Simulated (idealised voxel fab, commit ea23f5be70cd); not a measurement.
process module | voxel fin reveal
cross-section cut | 295 nm wide | cells 5 nm
A cross-section is a grid of square cells, given in bands from the top down. A band is one or more rows of cells.
Each band's line starts with the height of the band's top and of its bottom, in nm. Then come its materials from left to right, each with its width in nm. One material with "throughout" fills the band from edge to edge. "air" is empty space.
Height 0 is the level under which the wafer as received is all one material. The lowest band goes on downwards, as in "0 down".
A width such as "30 to 40" changes by the same amount from each row of cells to the next, from the band's top row to its bottom row.
"no change" after a step means that no cell of the cross-section changed.
closed voids: empty space of 8 cells or more with no open way to the top, each as width x height at its distance from the left edge, in nm
after a step's settings: what the simulator itself notes on the step
overlay nm, on a step with a mask: how far to the right of its planned place the mask lay; to the left if negative
plan
1 op RECEIVE | material Si
2 op CONFORMAL_DEP | material SiN | thk nm 5
3 op PATTERN | tone cover | mask id FINS | material resist | width nm 15 | pitch nm 35 | thk nm 15 | overlay nm 0
4 op DIRECTIONAL_ETCH | etch materials SiN | depth nm 5
5 op DIRECTIONAL_ETCH | etch materials Si | depth nm 35
6 op STRIP | etch materials resist
7 op FILL_DEP | material SiO2 | thk nm 15
8 op CMP | height nm 5
9 op SELECTIVE_ETCH | etch materials SiO2 | depth nm 25
10 op STRIP | etch materials SiN
11 op CONFORMAL_DEP | material HfO2 | thk nm 5
as received, after step 1
  0 down: Si throughout
  closed voids: none
a wafer at the end: this start, this plan, one mistake
  0 to -20: air 85 | Si 15 | air 20 | Si 15 | air 20 | Si 15 | air 20 | Si 15 | air 90
  -20 to -35: SiO2 85 | Si 15 | SiO2 20 | Si 15 | SiO2 20 | Si 15 | SiO2 20 | Si 15 | SiO2 90
  -35 down: Si throughout
  closed voids: none
what went wrong: step 11 was left out
